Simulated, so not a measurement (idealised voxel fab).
Process module under the name voxel transistor to metal
For reference, the cross-section in this document is cut, with width 290 nm and square cells of 5 nm.
When this document writes out a cross-section, it uses a grid of square cells and lists it as bands, beginning at the top and moving down, with a band standing for one or more rows of cells.
In this notation a band is specified by the heights of its top and bottom, in that order and in nm, after which its materials appear from left to right, each paired with its width in nm. The word "everywhere" attached to a single material means that material fills the band from edge to edge; the word "air" stands for empty space.
Heights are reckoned from 0. Under this level, the received wafer is all of one material. The bottommost band is open-ended downward, for example "0..down".
A width such as "30..40" changes by the same amount from each row of cells to the next, from the band's top row to its bottom row.
It should be understood that the words "everything unchanged", when stated for a given step, signify that the cross-section underwent no change in any of its cells during that step.
"Entrapped void list" enumerates empty spaces isolated from the top, with no open way to it, that contain at least 8 cells, giving each as width x height at distance from the left edge, all three in nm.
Post-settings text on a step line: simulator's own remark regarding the step.
The setting "overlay nm" may be written on the line of a step. When the step uses a mask, the value reports how far to the right of the planned place the mask lay, and a negative value reports that it lay to the left.
THE PLANNED PROCESS STEPS ARE ENUMERATED HEREUNDER
1 RECEIVE: material Si
2 OXIDIZE: depth nm 5
3 CONFORMAL_DEP: material SiN, thk nm 10
4 PATTERN: tone cover, mask id ACTIVE, material resist, width nm 100, pitch nm 125, thk nm 20, overlay nm 0
5 DIRECTIONAL_ETCH: etch materials SiN, depth nm 10
6 DIRECTIONAL_ETCH: etch materials SiO2, depth nm 5
7 DIRECTIONAL_ETCH: etch materials Si, depth nm 20
8 STRIP: etch materials resist
9 FILL_DEP: material SiO2, thk nm 15
10 CMP: height nm 10
11 SELECTIVE_ETCH: etch materials SiO2, depth nm 10
12 STRIP: etch materials SiN
13 SELECTIVE_ETCH: etch materials SiO2, depth nm 5
14 OXIDIZE: depth nm 5
15 DIRECTIONAL_DEP: material polySi, thk nm 25
16 DIRECTIONAL_DEP: material SiCN, thk nm 10
17 DIRECTIONAL_DEP: material aC, thk nm 15
18 PATTERN: tone cover, mask id GATE, material resist, width nm 20, pitch nm 125, thk nm 35, overlay nm 0
19 DIRECTIONAL_ETCH: etch materials aC, depth nm 15
20 STRIP: etch materials resist
21 DIRECTIONAL_ETCH: etch materials SiCN, depth nm 20
22 DIRECTIONAL_ETCH: etch materials polySi, depth nm 35
23 STRIP: etch materials aC
24 CONFORMAL_DEP: material SiN, thk nm 10
25 DIRECTIONAL_ETCH: etch materials SiN, depth nm 10
26 DIRECTIONAL_ETCH: etch materials SiO2, depth nm 5
27 EPI: material SiGe, thk nm 5
28 FILL_DEP: material SiO2, thk nm 5
29 CMP: height nm 30
30 DIRECTIONAL_DEP: material SiO2, thk nm 15
31 PATTERN: tone open, mask id CONTACT, material resist, width nm 25, thk nm 15, overlay nm 0
32 DIRECTIONAL_ETCH: etch materials SiO2, depth nm 50
33 STRIP: etch materials resist
34 CONFORMAL_DEP: material TiN, thk nm 5
35 FILL_DEP: material W, thk nm 10
36 CMP: height nm 45
37 DIRECTIONAL_DEP: material TiN, thk nm 5
38 DIRECTIONAL_DEP: material W, thk nm 20
39 DIRECTIONAL_DEP: material aC, thk nm 15
40 PATTERN: tone cover, mask id METAL_1, material resist, width nm 15, thk nm 30, overlay nm 0
41 DIRECTIONAL_ETCH: etch materials aC, depth nm 15
42 STRIP: etch materials resist
43 DIRECTIONAL_ETCH: etch materials W, depth nm 20
44 DIRECTIONAL_ETCH: etch materials TiN, depth nm 5
45 STRIP: etch materials aC
46 CONFORMAL_DEP: material SiN, thk nm 5
47 FILL_DEP: material SiO2, thk nm 5
48 CMP: height nm 70
49 CONFORMAL_DEP: material SiN, thk nm 5
FIRST WAFER OF TWO (RUN AS PLANNED)
DELIVERED WAFER IN CROSS-SECTION: STATE AFTER STEP 1
  0..down: Si everywhere
  Entrapped void list: none
THE WAFER, SEEN IN CROSS-SECTION, AFTER STEP 2
  0..-5: SiO2 everywhere
  Below -5 it's all the same as before, nothing changed down there.
THE WAFER, SEEN IN CROSS-SECTION, AFTER STEP 3
  10..0: SiN everywhere
  Below 0 it's all the same as before, nothing changed down there.
THE WAFER, SEEN IN CROSS-SECTION, AFTER STEP 4
  30..10: air 30  resist 100  air 25  resist 100  air 35
  Below 10 it's all the same as before, nothing changed down there.
THE WAFER, SEEN IN CROSS-SECTION, AFTER STEP 5
  30..10: air 30  resist 100  air 25  resist 100  air 35
  10..0: air 30  SiN 100  air 25  SiN 100  air 35
  Below 0 it's all the same as before, nothing changed down there.
THE WAFER, SEEN IN CROSS-SECTION, AFTER STEP 6
  30..10: air 30  resist 100  air 25  resist 100  air 35
  10..0: air 30  SiN 100  air 25  SiN 100  air 35
  0..-5: air 30  SiO2 100  air 25  SiO2 100  air 35
  Below -5 it's all the same as before, nothing changed down there.
THE WAFER, SEEN IN CROSS-SECTION, AFTER STEP 7
  30..10: air 30  resist 100  air 25  resist 100  air 35
  10..0: air 30  SiN 100  air 25  SiN 100  air 35
  0..-5: air 30  SiO2 100  air 25  SiO2 100  air 35
  -5..-25: air 30  Si 100  air 25  Si 100  air 35
  Below -25 it's all the same as before, nothing changed down there.
THE WAFER, SEEN IN CROSS-SECTION, AFTER STEP 8
  10..0: air 30  SiN 100  air 25  SiN 100  air 35
  Below 0 it's all the same as before, nothing changed down there.
THE WAFER, SEEN IN CROSS-SECTION, AFTER STEP 9
  25..10: SiO2 everywhere
  10..0: SiO2 30  SiN 100  SiO2 25  SiN 100  SiO2 35
  0..-5: SiO2 everywhere
  -5..-25: SiO2 30  Si 100  SiO2 25  Si 100  SiO2 35
  Below -25 it's all the same as before, nothing changed down there.
THE WAFER, SEEN IN CROSS-SECTION, AFTER STEP 10
  10..0: SiO2 30  SiN 100  SiO2 25  SiN 100  SiO2 35
  Below 0 it's all the same as before, nothing changed down there.
THE WAFER, SEEN IN CROSS-SECTION, AFTER STEP 11
  10..0: air 30  SiN 100  air 25  SiN 100  air 35
  Below 0 it's all the same as before, nothing changed down there.
THE WAFER, SEEN IN CROSS-SECTION, AFTER STEP 12
  0..-5: SiO2 everywhere
  Below -5 it's all the same as before, nothing changed down there.
THE WAFER, SEEN IN CROSS-SECTION, AFTER STEP 13
  -5..-25: SiO2 30  Si 100  SiO2 25  Si 100  SiO2 35
  Below -25 it's all the same as before, nothing changed down there.
THE WAFER, SEEN IN CROSS-SECTION, AFTER STEP 14
  -5..-10: SiO2 everywhere
  Below -10 it's all the same as before, nothing changed down there.
THE WAFER, SEEN IN CROSS-SECTION, AFTER STEP 15
  20..-5: polySi everywhere
  Below -5 it's all the same as before, nothing changed down there.
THE WAFER, SEEN IN CROSS-SECTION, AFTER STEP 16
  30..20: SiCN everywhere
  Below 20 it's all the same as before, nothing changed down there.
THE WAFER, SEEN IN CROSS-SECTION, AFTER STEP 17
  45..30: aC everywhere
  Below 30 it's all the same as before, nothing changed down there.
THE WAFER, SEEN IN CROSS-SECTION, AFTER STEP 18
  80..45: air 70  resist 20  air 105  resist 20  air 75
  Below 45 it's all the same as before, nothing changed down there.
THE WAFER, SEEN IN CROSS-SECTION, AFTER STEP 19
  65..45: air 70  resist 20  air 105  resist 20  air 75
  45..30: air 70  aC 20  air 105  aC 20  air 75
  Below 30 it's all the same as before, nothing changed down there.
THE WAFER, SEEN IN CROSS-SECTION, AFTER STEP 20
  45..30: air 70  aC 20  air 105  aC 20  air 75
  Below 30 it's all the same as before, nothing changed down there.
THE WAFER, SEEN IN CROSS-SECTION, AFTER STEP 21
  45..30: air 70  aC 20  air 105  aC 20  air 75
  30..20: air 70  SiCN 20  air 105  SiCN 20  air 75
  Below 20 it's all the same as before, nothing changed down there.
THE WAFER, SEEN IN CROSS-SECTION, AFTER STEP 22
  45..30: air 70  aC 20  air 105  aC 20  air 75
  30..20: air 70  SiCN 20  air 105  SiCN 20  air 75
  20..-5: air 70  polySi 20  air 105  polySi 20  air 75
  Below -5 it's all the same as before, nothing changed down there.
THE WAFER, SEEN IN CROSS-SECTION, AFTER STEP 23
  30..20: air 70  SiCN 20  air 105  SiCN 20  air 75
  Below 20 it's all the same as before, nothing changed down there.
THE WAFER, SEEN IN CROSS-SECTION, AFTER STEP 24
  40..30: air 60  SiN 40  air 85  SiN 40  air 65
  30..20: air 60  SiN 10  SiCN 20  SiN 10  air 85  SiN 10  SiCN 20  SiN 10  air 65
  20..5: air 60  SiN 10  polySi 20  SiN 10  air 85  SiN 10  polySi 20  SiN 10  air 65
  5..-5: SiN 70  polySi 20  SiN 105  polySi 20  SiN 75
  Below -5 it's all the same as before, nothing changed down there.
THE WAFER, SEEN IN CROSS-SECTION, AFTER STEP 25
  30..20: air 60  SiN 10  SiCN 20  SiN 10  air 85  SiN 10  SiCN 20  SiN 10  air 65
  20..-5: air 60  SiN 10  polySi 20  SiN 10  air 85  SiN 10  polySi 20  SiN 10  air 65
  Below -5 it's all the same as before, nothing changed down there.
THE WAFER, SEEN IN CROSS-SECTION, AFTER STEP 26
  30..20: air 60  SiN 10  SiCN 20  SiN 10  air 85  SiN 10  SiCN 20  SiN 10  air 65
  20..-5: air 60  SiN 10  polySi 20  SiN 10  air 85  SiN 10  polySi 20  SiN 10  air 65
  -5..-10: air 60  SiO2 40  air 85  SiO2 40  air 65
  Below -10 it's all the same as before, nothing changed down there.
THE WAFER, SEEN IN CROSS-SECTION, AFTER STEP 27
  30..20: air 60  SiN 10  SiCN 20  SiN 10  air 85  SiN 10  SiCN 20  SiN 10  air 65
  20..-5: air 60  SiN 10  polySi 20  SiN 10  air 85  SiN 10  polySi 20  SiN 10  air 65
  -5..-10: air 25  SiGe 35  SiO2 40  SiGe 35  air 15  SiGe 35  SiO2 40  SiGe 35  air 30
  Below -10 it's all the same as before, nothing changed down there.
THE WAFER, SEEN IN CROSS-SECTION, AFTER STEP 28
  35..30: SiO2 everywhere
  30..20: SiO2 60  SiN 10  SiCN 20  SiN 10  SiO2 85  SiN 10  SiCN 20  SiN 10  SiO2 65
  20..-5: SiO2 60  SiN 10  polySi 20  SiN 10  SiO2 85  SiN 10  polySi 20  SiN 10  SiO2 65
  -5..-10: SiO2 25  SiGe 35  SiO2 40  SiGe 35  SiO2 15  SiGe 35  SiO2 40  SiGe 35  SiO2 30
  Below -10 it's all the same as before, nothing changed down there.
THE WAFER, SEEN IN CROSS-SECTION, AFTER STEP 29
  30..20: SiO2 60  SiN 10  SiCN 20  SiN 10  SiO2 85  SiN 10  SiCN 20  SiN 10  SiO2 65
  Below 20 it's all the same as before, nothing changed down there.
THE WAFER, SEEN IN CROSS-SECTION, AFTER STEP 30
  45..30: SiO2 everywhere
  Below 30 it's all the same as before, nothing changed down there.
THE WAFER, SEEN IN CROSS-SECTION, AFTER STEP 31
  60..45: resist 40  air 25  resist 30  air 25  resist 45  air 25  resist 30  air 25  resist 45
  Below 45 it's all the same as before, nothing changed down there.
THE WAFER, SEEN IN CROSS-SECTION, AFTER STEP 32
  60..45: resist 40  air 25  resist 30  air 25  resist 45  air 25  resist 30  air 25  resist 45
  45..30: SiO2 40  air 25  SiO2 30  air 25  SiO2 45  air 25  SiO2 30  air 25  SiO2 45
  30..20: SiO2 40  air 20  SiN 10  SiCN 20  SiN 10  air 20  SiO2 45  air 20  SiN 10  SiCN 20  SiN 10  air 20  SiO2 45
  20..-5: SiO2 40  air 20  SiN 10  polySi 20  SiN 10  air 20  SiO2 45  air 20  SiN 10  polySi 20  SiN 10  air 20  SiO2 45
  Below -5 it's all the same as before, nothing changed down there.
THE WAFER, SEEN IN CROSS-SECTION, AFTER STEP 33
  45..30: SiO2 40  air 25  SiO2 30  air 25  SiO2 45  air 25  SiO2 30  air 25  SiO2 45
  Below 30 it's all the same as before, nothing changed down there.
THE WAFER, SEEN IN CROSS-SECTION, AFTER STEP 34
  50..45: TiN 45  air 15  TiN 40  air 15  TiN 55  air 15  TiN 40  air 15  TiN 50
  45..35: SiO2 40  TiN 5  air 15  TiN 5  SiO2 30  TiN 5  air 15  TiN 5  SiO2 45  TiN 5  air 15  TiN 5  SiO2 30  TiN 5  air 15  TiN 5  SiO2 45
  35..30: SiO2 40  TiN 5  air 10  TiN 10  SiO2 30  TiN 10  air 10  TiN 5  SiO2 45  TiN 5  air 10  TiN 10  SiO2 30  TiN 10  air 10  TiN 5  SiO2 45
  30..20: SiO2 40  TiN 5  air 10  TiN 5  SiN 10  SiCN 20  SiN 10  TiN 5  air 10  TiN 5  SiO2 45  TiN 5  air 10  TiN 5  SiN 10  SiCN 20  SiN 10  TiN 5  air 10  TiN 5  SiO2 45
  20..0: SiO2 40  TiN 5  air 10  TiN 5  SiN 10  polySi 20  SiN 10  TiN 5  air 10  TiN 5  SiO2 45  TiN 5  air 10  TiN 5  SiN 10  polySi 20  SiN 10  TiN 5  air 10  TiN 5  SiO2 45
  0..-5: SiO2 40  TiN 20  SiN 10  polySi 20  SiN 10  TiN 20  SiO2 45  TiN 20  SiN 10  polySi 20  SiN 10  TiN 20  SiO2 45
  Below -5 it's all the same as before, nothing changed down there.
THE WAFER, SEEN IN CROSS-SECTION, AFTER STEP 35
  60..50: W everywhere
  50..45: TiN 45  W 15  TiN 40  W 15  TiN 55  W 15  TiN 40  W 15  TiN 50
  45..35: SiO2 40  TiN 5  W 15  TiN 5  SiO2 30  TiN 5  W 15  TiN 5  SiO2 45  TiN 5  W 15  TiN 5  SiO2 30  TiN 5  W 15  TiN 5  SiO2 45
  35..30: SiO2 40  TiN 5  W 10  TiN 10  SiO2 30  TiN 10  W 10  TiN 5  SiO2 45  TiN 5  W 10  TiN 10  SiO2 30  TiN 10  W 10  TiN 5  SiO2 45
  30..20: SiO2 40  TiN 5  W 10  TiN 5  SiN 10  SiCN 20  SiN 10  TiN 5  W 10  TiN 5  SiO2 45  TiN 5  W 10  TiN 5  SiN 10  SiCN 20  SiN 10  TiN 5  W 10  TiN 5  SiO2 45
  20..0: SiO2 40  TiN 5  W 10  TiN 5  SiN 10  polySi 20  SiN 10  TiN 5  W 10  TiN 5  SiO2 45  TiN 5  W 10  TiN 5  SiN 10  polySi 20  SiN 10  TiN 5  W 10  TiN 5  SiO2 45
  Below 0 it's all the same as before, nothing changed down there.
THE WAFER, SEEN IN CROSS-SECTION, AFTER STEP 36
  45..35: SiO2 40  TiN 5  W 15  TiN 5  SiO2 30  TiN 5  W 15  TiN 5  SiO2 45  TiN 5  W 15  TiN 5  SiO2 30  TiN 5  W 15  TiN 5  SiO2 45
  Below 35 it's all the same as before, nothing changed down there.
THE WAFER, SEEN IN CROSS-SECTION, AFTER STEP 37
  50..45: TiN everywhere
  Below 45 it's all the same as before, nothing changed down there.
THE WAFER, SEEN IN CROSS-SECTION, AFTER STEP 38
  70..50: W everywhere
  Below 50 it's all the same as before, nothing changed down there.
THE WAFER, SEEN IN CROSS-SECTION, AFTER STEP 39
  85..70: aC everywhere
  Below 70 it's all the same as before, nothing changed down there.
THE WAFER, SEEN IN CROSS-SECTION, AFTER STEP 40
  115..85: air 40  resist 15  air 50  resist 15  air 45  resist 15  air 50  resist 15  air 45
  Below 85 it's all the same as before, nothing changed down there.
THE WAFER, SEEN IN CROSS-SECTION, AFTER STEP 41
  100..85: air 40  resist 15  air 50  resist 15  air 45  resist 15  air 50  resist 15  air 45
  85..70: air 40  aC 15  air 50  aC 15  air 45  aC 15  air 50  aC 15  air 45
  Below 70 it's all the same as before, nothing changed down there.
THE WAFER, SEEN IN CROSS-SECTION, AFTER STEP 42
  85..70: air 40  aC 15  air 50  aC 15  air 45  aC 15  air 50  aC 15  air 45
  Below 70 it's all the same as before, nothing changed down there.
THE WAFER, SEEN IN CROSS-SECTION, AFTER STEP 43
  85..70: air 40  aC 15  air 50  aC 15  air 45  aC 15  air 50  aC 15  air 45
  70..50: air 40  W 15  air 50  W 15  air 45  W 15  air 50  W 15  air 45
  Below 50 it's all the same as before, nothing changed down there.
THE WAFER, SEEN IN CROSS-SECTION, AFTER STEP 44
  85..70: air 40  aC 15  air 50  aC 15  air 45  aC 15  air 50  aC 15  air 45
  70..50: air 40  W 15  air 50  W 15  air 45  W 15  air 50  W 15  air 45
  50..45: air 40  TiN 15  air 50  TiN 15  air 45  TiN 15  air 50  TiN 15  air 45
  Below 45 it's all the same as before, nothing changed down there.
THE WAFER, SEEN IN CROSS-SECTION, AFTER STEP 45
  70..50: air 40  W 15  air 50  W 15  air 45  W 15  air 50  W 15  air 45
  Below 50 it's all the same as before, nothing changed down there.
THE WAFER, SEEN IN CROSS-SECTION, AFTER STEP 46
  75..70: air 35  SiN 25  air 40  SiN 25  air 35  SiN 25  air 40  SiN 25  air 40
  70..50: air 35  SiN 5  W 15  SiN 5  air 40  SiN 5  W 15  SiN 5  air 35  SiN 5  W 15  SiN 5  air 40  SiN 5  W 15  SiN 5  air 40
  50..45: SiN 40  TiN 15  SiN 50  TiN 15  SiN 45  TiN 15  SiN 50  TiN 15  SiN 45
  Below 45 it's all the same as before, nothing changed down there.
THE WAFER, SEEN IN CROSS-SECTION, AFTER STEP 47
  80..75: SiO2 everywhere
  75..70: SiO2 35  SiN 25  SiO2 40  SiN 25  SiO2 35  SiN 25  SiO2 40  SiN 25  SiO2 40
  70..50: SiO2 35  SiN 5  W 15  SiN 5  SiO2 40  SiN 5  W 15  SiN 5  SiO2 35  SiN 5  W 15  SiN 5  SiO2 40  SiN 5  W 15  SiN 5  SiO2 40
  Below 50 it's all the same as before, nothing changed down there.
THE WAFER, SEEN IN CROSS-SECTION, AFTER STEP 48
  70..50: SiO2 35  SiN 5  W 15  SiN 5  SiO2 40  SiN 5  W 15  SiN 5  SiO2 35  SiN 5  W 15  SiN 5  SiO2 40  SiN 5  W 15  SiN 5  SiO2 40
  Below 50 it's all the same as before, nothing changed down there.
THE WAFER, SEEN IN CROSS-SECTION, AFTER STEP 49
  75..70: SiN everywhere
  Below 70 it's all the same as before, nothing changed down there.
FOR THE SECOND WAFER, TAKE THE FIRST WAFER'S START AND PLAN, THEN ADD ONE MISTAKE MADE IN RUNNING IT; EVERYTHING THROUGH STEP 30, THAT STEP INCLUDED, IS SHARED WITH THE FIRST
SECOND WAFER, CUT VIEW, END OF STEP 31 PER PLAN
  60..45: air 40  resist 25  air 30  resist 25  air 45  resist 25  air 30  resist 25  air 45
  Below 45 it's all the same as before, nothing changed down there.
SECOND WAFER, CUT VIEW, END OF STEP 32 PER PLAN
  60..45: air 40  resist 25  air 30  resist 25  air 45  resist 25  air 30  resist 25  air 45
  45..30: air 40  SiO2 25  air 30  SiO2 25  air 45  SiO2 25  air 30  SiO2 25  air 45
  30..20: air 40  SiO2 20  SiN 10  SiCN 20  SiN 10  SiO2 20  air 45  SiO2 20  SiN 10  SiCN 20  SiN 10  SiO2 20  air 45
  20..-5: air 40  SiO2 20  SiN 10  polySi 20  SiN 10  SiO2 20  air 45  SiO2 20  SiN 10  polySi 20  SiN 10  SiO2 20  air 45
  Below -5 it's all the same as before, nothing changed down there.
SECOND WAFER, CUT VIEW, END OF STEP 33 PER PLAN
  45..30: air 40  SiO2 25  air 30  SiO2 25  air 45  SiO2 25  air 30  SiO2 25  air 45
  Below 30 it's all the same as before, nothing changed down there.
SECOND WAFER, CUT VIEW, END OF STEP 34 PER PLAN
  50..45: air 35  TiN 35  air 20  TiN 35  air 35  TiN 35  air 20  TiN 35  air 40
  45..35: air 35  TiN 5  SiO2 25  TiN 5  air 20  TiN 5  SiO2 25  TiN 5  air 35  TiN 5  SiO2 25  TiN 5  air 20  TiN 5  SiO2 25  TiN 5  air 40
  35..30: air 35  TiN 5  SiO2 25  TiN 30  SiO2 25  TiN 5  air 35  TiN 5  SiO2 25  TiN 30  SiO2 25  TiN 5  air 40
  30..20: air 35  TiN 5  SiO2 20  SiN 10  SiCN 20  SiN 10  SiO2 20  TiN 5  air 35  TiN 5  SiO2 20  SiN 10  SiCN 20  SiN 10  SiO2 20  TiN 5  air 40
  20..0: air 35  TiN 5  SiO2 20  SiN 10  polySi 20  SiN 10  SiO2 20  TiN 5  air 35  TiN 5  SiO2 20  SiN 10  polySi 20  SiN 10  SiO2 20  TiN 5  air 40
  0..-5: TiN 40  SiO2 20  SiN 10  polySi 20  SiN 10  SiO2 20  TiN 45  SiO2 20  SiN 10  polySi 20  SiN 10  SiO2 20  TiN 45
  Below -5 it's all the same as before, nothing changed down there.
SECOND WAFER, CUT VIEW, END OF STEP 35 PER PLAN
  60..50: W everywhere
  50..45: W 35  TiN 35  W 20  TiN 35  W 35  TiN 35  W 20  TiN 35  W 40
  45..35: W 35  TiN 5  SiO2 25  TiN 5  W 20  TiN 5  SiO2 25  TiN 5  W 35  TiN 5  SiO2 25  TiN 5  W 20  TiN 5  SiO2 25  TiN 5  W 40
  35..30: W 35  TiN 5  SiO2 25  TiN 30  SiO2 25  TiN 5  W 35  TiN 5  SiO2 25  TiN 30  SiO2 25  TiN 5  W 40
  30..20: W 35  TiN 5  SiO2 20  SiN 10  SiCN 20  SiN 10  SiO2 20  TiN 5  W 35  TiN 5  SiO2 20  SiN 10  SiCN 20  SiN 10  SiO2 20  TiN 5  W 40
  20..0: W 35  TiN 5  SiO2 20  SiN 10  polySi 20  SiN 10  SiO2 20  TiN 5  W 35  TiN 5  SiO2 20  SiN 10  polySi 20  SiN 10  SiO2 20  TiN 5  W 40
  Below 0 it's all the same as before, nothing changed down there.
SECOND WAFER, CUT VIEW, END OF STEP 36 PER PLAN
  45..35: W 35  TiN 5  SiO2 25  TiN 5  W 20  TiN 5  SiO2 25  TiN 5  W 35  TiN 5  SiO2 25  TiN 5  W 20  TiN 5  SiO2 25  TiN 5  W 40
  Below 35 it's all the same as before, nothing changed down there.
SECOND WAFER, CUT VIEW, END OF STEP 37 PER PLAN
  50..45: TiN everywhere
  Below 45 it's all the same as before, nothing changed down there.
SECOND WAFER, CUT VIEW, END OF STEP 38 PER PLAN
  70..50: W everywhere
  Below 50 it's all the same as before, nothing changed down there.
SECOND WAFER, CUT VIEW, END OF STEP 39 PER PLAN
  85..70: aC everywhere
  Below 70 it's all the same as before, nothing changed down there.
SECOND WAFER, CUT VIEW, END OF STEP 40 PER PLAN
  115..85: air 40  resist 15  air 50  resist 15  air 45  resist 15  air 50  resist 15  air 45
  Below 85 it's all the same as before, nothing changed down there.
SECOND WAFER, CUT VIEW, END OF STEP 41 PER PLAN
  100..85: air 40  resist 15  air 50  resist 15  air 45  resist 15  air 50  resist 15  air 45
  85..70: air 40  aC 15  air 50  aC 15  air 45  aC 15  air 50  aC 15  air 45
  Below 70 it's all the same as before, nothing changed down there.
SECOND WAFER, CUT VIEW, END OF STEP 42 PER PLAN
  85..70: air 40  aC 15  air 50  aC 15  air 45  aC 15  air 50  aC 15  air 45
  Below 70 it's all the same as before, nothing changed down there.
SECOND WAFER, CUT VIEW, END OF STEP 43 PER PLAN
  85..70: air 40  aC 15  air 50  aC 15  air 45  aC 15  air 50  aC 15  air 45
  70..50: air 40  W 15  air 50  W 15  air 45  W 15  air 50  W 15  air 45
  Below 50 it's all the same as before, nothing changed down there.
SECOND WAFER, CUT VIEW, END OF STEP 44 PER PLAN
  85..70: air 40  aC 15  air 50  aC 15  air 45  aC 15  air 50  aC 15  air 45
  70..50: air 40  W 15  air 50  W 15  air 45  W 15  air 50  W 15  air 45
  50..45: air 40  TiN 15  air 50  TiN 15  air 45  TiN 15  air 50  TiN 15  air 45
  Below 45 it's all the same as before, nothing changed down there.
SECOND WAFER, CUT VIEW, END OF STEP 45 PER PLAN
  70..50: air 40  W 15  air 50  W 15  air 45  W 15  air 50  W 15  air 45
  Below 50 it's all the same as before, nothing changed down there.
SECOND WAFER, CUT VIEW, END OF STEP 46 PER PLAN
  75..70: air 35  SiN 25  air 40  SiN 25  air 35  SiN 25  air 40  SiN 25  air 40
  70..50: air 35  SiN 5  W 15  SiN 5  air 40  SiN 5  W 15  SiN 5  air 35  SiN 5  W 15  SiN 5  air 40  SiN 5  W 15  SiN 5  air 40
  50..45: SiN 40  TiN 15  SiN 50  TiN 15  SiN 45  TiN 15  SiN 50  TiN 15  SiN 45
  Below 45 it's all the same as before, nothing changed down there.
SECOND WAFER, CUT VIEW, END OF STEP 47 PER PLAN
  80..75: SiO2 everywhere
  75..70: SiO2 35  SiN 25  SiO2 40  SiN 25  SiO2 35  SiN 25  SiO2 40  SiN 25  SiO2 40
  70..50: SiO2 35  SiN 5  W 15  SiN 5  SiO2 40  SiN 5  W 15  SiN 5  SiO2 35  SiN 5  W 15  SiN 5  SiO2 40  SiN 5  W 15  SiN 5  SiO2 40
  Below 50 it's all the same as before, nothing changed down there.
SECOND WAFER, CUT VIEW, END OF STEP 48 PER PLAN
  70..50: SiO2 35  SiN 5  W 15  SiN 5  SiO2 40  SiN 5  W 15  SiN 5  SiO2 35  SiN 5  W 15  SiN 5  SiO2 40  SiN 5  W 15  SiN 5  SiO2 40
  Below 50 it's all the same as before, nothing changed down there.
SECOND WAFER, CUT VIEW, END OF STEP 49 PER PLAN
  75..70: SiN everywhere
  Below 70 it's all the same as before, nothing changed down there.
The mistake made against the process plan was this: so step 31 ended up running with a different setting than we planned, it ran as PATTERN: tone cover, mask id CONTACT, material resist, width nm 25, thk nm 15, overlay nm 0
FYI, end of process, the second wafer has more or fewer cells of some materials than the first: -124 SiO2 | -10 TiN | +134 W
